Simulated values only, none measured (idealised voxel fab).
process module | voxel self aligned contacts
cross-section cut | 285 nm wide | cells 5 nm
A cross-section is a grid of square cells, given in bands from the top down. A band is one or more rows of cells.
Each band's line starts with the height of the band's top and of its bottom, in nm. Then come its materials from left to right, each with its width in nm. One material with "throughout" fills the band from edge to edge. "air" is empty space.
Height 0 is the level under which the wafer as received is all one material. The lowest band goes on downwards, as in "0 down".
A width such as "30 to 40" changes by the same amount from each row of cells to the next, from the band's top row to its bottom row.
"no change" after a step means that no cell of the cross-section changed.
closed voids: empty space of 8 cells or more with no open way to the top, each as width x height at its distance from the left edge, in nm
after a step's settings: what the simulator itself notes on the step
overlay nm, on a step with a mask: how far to the right of its planned place the mask lay; to the left if negative
plan
1 op RECEIVE | material Si
2 op OXIDIZE | depth nm 5
3 op DIRECTIONAL_DEP | material polySi | thk nm 20
4 op DIRECTIONAL_DEP | material SiN | thk nm 20
5 op DIRECTIONAL_DEP | material aC | thk nm 10
6 op PATTERN | tone cover | mask id GATE | material resist | width nm 25 | pitch nm 55 | thk nm 30 | overlay nm 0
7 op DIRECTIONAL_ETCH | etch materials aC | depth nm 10
8 op STRIP | etch materials resist
9 op DIRECTIONAL_ETCH | etch materials SiN | depth nm 20
10 op DIRECTIONAL_ETCH | etch materials polySi | depth nm 20
11 op STRIP | etch materials aC
12 op CONFORMAL_DEP | material SiN | thk nm 5
13 op DIRECTIONAL_ETCH | etch materials SiN | depth nm 5
14 op FILL_DEP | material SiO2 | thk nm 10
15 op CMP | height nm 45
16 op PATTERN | tone open | mask id CONTACT | material resist | width nm 40 | pitch nm 55 | thk nm 15 | overlay nm -15
17 op DIRECTIONAL_ETCH | etch materials SiO2 | depth nm 50
18 op STRIP | etch materials resist
19 op CONFORMAL_DEP | material TiN | thk nm 5
20 op FILL_DEP | material W | thk nm 5
21 op CMP | height nm 45
22 op CONFORMAL_DEP | material SiCN | thk nm 5
varied across the wafers: overlay nm of step 16. The plan shows the first wafer's value. All wafers start alike
first wafer as received, after step 1
  0 down: Si throughout
  closed voids: none
first wafer at the end, after step 22
  50 to 45: SiCN throughout
  45 to 40: SiO2 80 | TiN 30 | W 5 | TiN 5 | SiO2 15 | TiN 30 | W 5 | TiN 5 | SiO2 110
  40 to 20: SiO2 70 | SiN 35 | TiN 5 | W 5 | TiN 5 | SiO2 5 | SiN 35 | TiN 5 | W 5 | TiN 5 | SiO2 5 | SiN 35 | SiO2 70
  20 to 0: SiO2 70 | SiN 5 | polySi 25 | SiN 5 | TiN 5 | W 5 | TiN 5 | SiO2 5 | SiN 5 | polySi 25 | SiN 5 | TiN 5 | W 5 | TiN 5 | SiO2 5 | SiN 5 | polySi 25 | SiN 5 | SiO2 70
  0 to -5: SiO2 105 | TiN 15 | SiO2 40 | TiN 15 | SiO2 110
  -5 down: Si throughout
  closed voids: none
last wafer at the end
  50 to 45: SiCN throughout
  45 to 40: SiO2 110 | TiN 5 | W 5 | TiN 30 | SiO2 15 | TiN 5 | W 5 | TiN 30 | SiO2 80
  40 to 20: SiO2 70 | SiN 35 | SiO2 5 | TiN 5 | W 5 | TiN 5 | SiN 35 | SiO2 5 | TiN 5 | W 5 | TiN 5 | SiN 35 | SiO2 70
  20 to 0: SiO2 70 | SiN 5 | polySi 25 | SiN 5 | SiO2 5 | TiN 5 | W 5 | TiN 5 | SiN 5 | polySi 25 | SiN 5 | SiO2 5 | TiN 5 | W 5 | TiN 5 | SiN 5 | polySi 25 | SiN 5 | SiO2 70
  0 to -5: SiO2 110 | TiN 15 | SiO2 40 | TiN 15 | SiO2 105
  -5 down: Si throughout
  closed voids: none
each wafer at the end: cells of each material gained (+) or lost (-) since it was received, then its closed voids
overlay nm -15 | -57 Si | +57 SiCN | +108 SiN | +332 SiO2 | +52 TiN | +18 W | +60 polySi | closed voids: none
overlay nm -10 | -57 Si | +57 SiCN | +108 SiN | +314 SiO2 | +52 TiN | +36 W | +60 polySi | closed voids: none
overlay nm -5 | -57 Si | +57 SiCN | +108 SiN | +314 SiO2 | +52 TiN | +36 W | +60 polySi | closed voids: none
overlay nm 0 | -57 Si | +57 SiCN | +108 SiN | +314 SiO2 | +52 TiN | +36 W | +60 polySi | closed voids: none
overlay nm 5 | -57 Si | +57 SiCN | +108 SiN | +314 SiO2 | +52 TiN | +36 W | +60 polySi | closed voids: none
overlay nm 10 | -57 Si | +57 SiCN | +108 SiN | +314 SiO2 | +52 TiN | +36 W | +60 polySi | closed voids: none
overlay nm 15 | -57 Si | +57 SiCN | +108 SiN | +332 SiO2 | +52 TiN | +18 W | +60 polySi | closed voids: none
